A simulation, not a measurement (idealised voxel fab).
process module | voxel quadruple lines
cross-section cut | 170 nm wide | cells 5 nm
A cross-section is a grid of square cells, given in bands from the top down. A band is one or more rows of cells.
Each band's line starts with the height of the band's top and of its bottom, in nm. Then come its materials from left to right, each with its width in nm. One material with "throughout" fills the band from edge to edge. "air" is empty space.
Height 0 is the level under which the wafer as received is all one material. The lowest band goes on downwards, as in "0 down".
A width such as "30 to 40" changes by the same amount from each row of cells to the next, from the band's top row to its bottom row.
"no change" after a step means that no cell of the cross-section changed.
closed voids: empty space of 8 cells or more with no open way to the top, each as width x height at its distance from the left edge, in nm
after a step's settings: what the simulator itself notes on the step
overlay nm, on a step with a mask: how far to the right of its planned place the mask lay; to the left if negative
plan
1 op RECEIVE | material Si
2 op CONFORMAL_DEP | material Al2O3 | thk nm 10
3 op DIRECTIONAL_DEP | material Ru | thk nm 15
4 op DIRECTIONAL_DEP | material polySi | thk nm 20
5 op DIRECTIONAL_DEP | material aC | thk nm 25
6 op PATTERN | tone cover | mask id MANDREL | material resist | width nm 30 | thk nm 30 | overlay nm 0
7 op DIRECTIONAL_ETCH | etch materials aC | depth nm 25
8 op STRIP | etch materials resist
9 op CONFORMAL_DEP | material SiO2 | thk nm 10
10 op DIRECTIONAL_ETCH | etch materials SiO2 | depth nm 10
11 op STRIP | etch materials aC
12 op DIRECTIONAL_ETCH | etch materials polySi | depth nm 20
13 op STRIP | etch materials SiO2
14 op CONFORMAL_DEP | material SiN | thk nm 10
15 op DIRECTIONAL_ETCH | etch materials SiN | depth nm 10
16 op STRIP | etch materials polySi
17 op DIRECTIONAL_ETCH | etch materials Ru | depth nm 15
18 op STRIP | etch materials SiN
19 op FILL_DEP | material SiO2 | thk nm 10
20 op CMP | height nm 25
as received, after step 1
  0 down: Si throughout
  closed voids: none
a wafer at the end: this start, this plan, one mistake
  25 to 15: SiO2 throughout
  15 to 0: SiO2 50 | Ru 10 | SiO2 10 | Ru 10 | SiO2 10 | Ru 10 | SiO2 10 | Ru 10 | SiO2 50
  0 down: Si throughout
  closed voids: none
what went wrong: step 2 was left out
